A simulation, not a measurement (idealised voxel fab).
Name of the process module below: voxel gate over fins
The cross-section on display is named cut; it measures 230 nm wide, and its cells are 5 nm squares.
Just so we're on the same page, the cross-sections are grids of square cells, and they're listed out in bands top to bottom, each band one or more rows deep.
Band: top and bottom heights (nm) first, top before bottom; then materials from left to right, widths in nm. "everywhere" marks a sole material filling the band edge to edge. "blank" denotes empty space.
Counting heights begins at 0, where everything beneath is, in the wafer as received, one material. The lowest band has no bottom; it goes on downwards, as "top 0, no bottom" shows.
The width entry "30->40" should be interpreted row by row: the top row of cells in the band takes the first number, the bottom row takes the second number, and the change between adjacent rows is uniform throughout.
You'll sometimes find "remains unaltered" written for a step, and that's the way of saying that nowhere in the cross-section did a cell change during that step.
"Closed empty spaces" enumerates empty spaces isolated from the top, with no open way to it, that contain at least 8 cells, giving each as width x height at distance from the left edge, all three in nm.
Anything after a step's settings on that line? It's the simulator's own note about the step.
When a step includes a mask, the "overlay nm" setting on its line states how far to the right of its planned place that mask lay, and negative values state how far to the left.

Below is the list of planned process steps
1. RECEIVE, material Si
2. CONFORMAL_DEP, material SiN, thk nm 5
3. PATTERN, tone cover, mask id FINS, material resist, width nm 15, pitch nm 60, thk nm 20, overlay nm 0
4. DIRECTIONAL_ETCH, etch materials SiN, depth nm 5
5. DIRECTIONAL_ETCH, etch materials Si, depth nm 35
6. STRIP, etch materials resist
7. OXIDIZE, depth nm 5
8. FILL_DEP, material SiO2, thk nm 15
9. CMP, height nm 5
10. PATTERN, tone open, mask id RAIL, material resist, width nm 15, thk nm 20, overlay nm 0
11. DIRECTIONAL_ETCH, etch materials SiO2, depth nm 35
12. STRIP, etch materials resist
13. CONFORMAL_DEP, material TiN, thk nm 5
14. FILL_DEP, material Ru, thk nm 10
15. CMP, height nm 5
16. SELECTIVE_ETCH, etch materials W Ru TiN, depth nm 30
17. FILL_DEP, material SiO2, thk nm 5
18. CMP, height nm 5
19. SELECTIVE_ETCH, etch materials SiO2, depth nm 20
20. STRIP, etch materials SiN
21. CONFORMAL_DEP, material HfO2, thk nm 5
22. CONFORMAL_DEP, material TiN, thk nm 5
23. CONFORMAL_DEP, material TiAl, thk nm 5
24. CONFORMAL_DEP, material TiN, thk nm 5
25. FILL_DEP, material W, thk nm 15
26. CMP, height nm 30
27. CONFORMAL_DEP, material SiN, thk nm 10

So this is the incoming wafer in cross-section - it's already been through step 1
top 0, no bottom | Si everywhere
Closed empty spaces: none

Sectioned view, first of two wafers, at the close of the module, processed as intended in the plan
top 40, bottom 30 | SiN everywhere
top 30, bottom 20 | W everywhere
top 20, bottom 15 | W=60; TiN=45; W=15; TiN=45; W=65
top 15, bottom 10 | W=60; TiN=5; TiAl=35; TiN=5; W=15; TiN=5; TiAl=35; TiN=5; W=65
top 10, bottom 5 | W=60; TiN=5; TiAl=5; TiN=25; TiAl=5; TiN=5; W=15; TiN=5; TiAl=5; TiN=25; TiAl=5; TiN=5; W=65
top 5, bottom 0 | TiN=65; TiAl=5; TiN=5; HfO2=15; TiN=5; TiAl=5; TiN=25; TiAl=5; TiN=5; HfO2=15; TiN=5; TiAl=5; TiN=70
top 0, bottom -5 | TiAl=70; TiN=5; HfO2=5; Si=5; HfO2=5; TiN=5; TiAl=35; TiN=5; HfO2=5; Si=5; HfO2=5; TiN=5; TiAl=75
top -5, bottom -10 | TiN=75; HfO2=5; Si=5; HfO2=5; TiN=45; HfO2=5; Si=5; HfO2=5; TiN=80
top -10, bottom -15 | HfO2=80; Si=5; HfO2=55; Si=5; HfO2=85
top -15, bottom -25 | SiO2=80; Si=5; SiO2=55; Si=5; SiO2=85
top -25, bottom -30 | SiO2=80; Si=5; SiO2=20; TiN=15; SiO2=20; Si=5; SiO2=85
top -30, bottom -40 | SiO2=80; Si=5; SiO2=55; Si=5; SiO2=85
top -40, no bottom | Si everywhere
Closed empty spaces: none

Second of two wafers, module complete, sectioned: it shares the first wafer's start and plan but was run with one mistake
top 40, bottom 30 | SiN everywhere
top 30, bottom 20 | W everywhere
top 20, bottom 15 | W=60; TiN=45; W=15; TiN=45; W=65
top 15, bottom 10 | TiN=65; TiAl=35; TiN=25; TiAl=35; TiN=70
top 10, bottom 5 | TiAl=70; TiN=25; TiAl=35; TiN=25; TiAl=75
top 5, bottom 0 | TiN=75; HfO2=15; TiN=45; HfO2=15; TiN=80
top 0, bottom -5 | HfO2=80; Si=5; HfO2=55; Si=5; HfO2=85
top -5, bottom -25 | SiO2=80; Si=5; SiO2=55; Si=5; SiO2=85
top -25, bottom -30 | SiO2=80; Si=5; SiO2=20; TiN=15; SiO2=20; Si=5; SiO2=85
top -30, bottom -40 | SiO2=80; Si=5; SiO2=55; Si=5; SiO2=85
top -40, no bottom | Si everywhere
Closed empty spaces: none
Misprocessing identified: step 19 did not happen as planned, as run it was SELECTIVE_ETCH, etch materials SiO2, depth nm 10
Count the cells at the end and the second wafer has more or fewer of some materials than the first: 8 fewer of HfO2, 88 more of SiO2, 8 fewer of TiAl, 16 fewer of TiN, 56 fewer of W
